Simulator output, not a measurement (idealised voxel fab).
The document below concerns the process module designated voxel self aligned vias.
Section cut is 150 nm wide and gridded with 5 nm square cells.
Cross-section spec: square-cell grid; bands listed top down; each band is one or more rows. Quick guide to a band line: top height, bottom height (nm) up front; then every material left to right with its width in nm. Only one material and it's marked "everywhere"? Then it fills the band edge to edge. And "empty" just means empty space. The reference from which all heights are counted is 0, the level beneath which the as-received wafer is entirely one material; the lowest band, having no lower bound, proceeds downward and is written after the example "0 down". The notation "30->40" denotes a width that varies across the rows of cells in the band, beginning at the first number in the top row, finishing at the second number in the bottom row, and changing by an identical amount from each row to the next. Basically "everything unchanged" means that step didn't change any cell in the cross-section. Under "Enclosed internal voids" you'll find the enclosed gaps, the ones with no way out to the top, that are 8 cells or bigger; each reads width x height at distance, with distance counted from the left edge, everything in nm. after a step's settings: what the simulator itself notes on the step. A step's line can hold "overlay nm"; with a mask on that step, the setting says how far right of the planned place the mask lay, while a negative setting says it lay to the left.
[Planned step list for the process]
1) op RECEIVE | material Si
2) op CONFORMAL_DEP | material SiO2 | thk nm 15
3) op CONFORMAL_DEP | material SiCN | thk nm 5
4) op DIRECTIONAL_DEP | material SiO2 | thk nm 30
5) op PATTERN | tone open | mask id LINES | material resist | width nm 25 | pitch nm 65 | thk nm 15 | overlay nm 0
6) op DIRECTIONAL_ETCH | etch materials SiO2 | depth nm 30
7) op STRIP | etch materials resist
8) op CONFORMAL_DEP | material TiN | thk nm 5
9) op FILL_DEP | material W | thk nm 5
10) op CMP | height nm 50
11) op SELECTIVE_ETCH | etch materials W Ru TiN | depth nm 5
12) op FILL_DEP | material SiN | thk nm 10
13) op CMP | height nm 50
14) op DIRECTIONAL_DEP | material SiO2 | thk nm 15
15) op DIRECTIONAL_DEP | material aC | thk nm 10
16) op PATTERN | tone open | mask id VIAS | material resist | width nm 45 | thk nm 30 | overlay nm 0
17) op DIRECTIONAL_ETCH | etch materials aC | depth nm 10
18) op STRIP | etch materials resist
19) op DIRECTIONAL_ETCH | etch materials SiO2 | depth nm 15
20) op DIRECTIONAL_ETCH | etch materials SiN | depth nm 5
21) op STRIP | etch materials aC
22) op CONFORMAL_DEP | material TiN | thk nm 5
23) op FILL_DEP | material Cu | thk nm 5
24) op CMP | height nm 65
25) op CONFORMAL_DEP | material SiN | thk nm 5
[Received-state cross-section, reflecting completion of step 1]
  0 down = Si everywhere
  Enclosed internal voids: none
[The first of two wafers, cross-sectioned at the end of the module, with the run proceeding as planned]
  70 to 65 = SiN everywhere
  65 to 55 = 20 of SiO2, then 5 of TiN, then 35 of Cu, then 5 of TiN, then 85 of SiO2
  55 to 50 = 20 of SiO2, then 15 of TiN, then 15 of Cu, then 15 of TiN, then 85 of SiO2
  50 to 45 = 30 of SiO2, then 25 of TiN, then 40 of SiO2, then 25 of SiN, then 30 of SiO2
  45 to 25 = 30 of SiO2, then 5 of TiN, then 15 of W, then 5 of TiN, then 40 of SiO2, then 5 of TiN, then 15 of W, then 5 of TiN, then 30 of SiO2
  25 to 20 = 30 of SiO2, then 25 of TiN, then 40 of SiO2, then 25 of TiN, then 30 of SiO2
  20 to 15 = SiCN everywhere
  15 to 0 = SiO2 everywhere
  0 down = Si everywhere
  Enclosed internal voids: none
[Wafer two cross-section, module end. Start and plan unchanged from wafer one; one mistake made during the run]
  70 to 65 = SiN everywhere
  65 to 50 = 20 of SiO2, then 5 of TiN, then 35 of Cu, then 5 of TiN, then 85 of SiO2
  50 to 45 = 20 of SiO2, then 45 of TiN, then 30 of SiO2, then 25 of SiN, then 30 of SiO2
  45 to 35 = 20 of SiO2, then 15 of TiN, then 15 of W, then 15 of TiN, then 30 of SiO2, then 5 of TiN, then 15 of W, then 5 of TiN, then 30 of SiO2
  35 to 25 = 30 of SiO2, then 5 of TiN, then 15 of W, then 5 of TiN, then 40 of SiO2, then 5 of TiN, then 15 of W, then 5 of TiN, then 30 of SiO2
  25 to 20 = 30 of SiO2, then 25 of TiN, then 40 of SiO2, then 25 of TiN, then 30 of SiO2
  20 to 15 = SiCN everywhere
  15 to 0 = SiO2 everywhere
  0 down = Si everywhere
  Enclosed internal voids: none
The mistake made against the process plan was this: step 19 was run twice
Final difference in cells, second wafer against first, listed per material as more or fewer: Cu +4 | SiO2 -12 | TiN +8
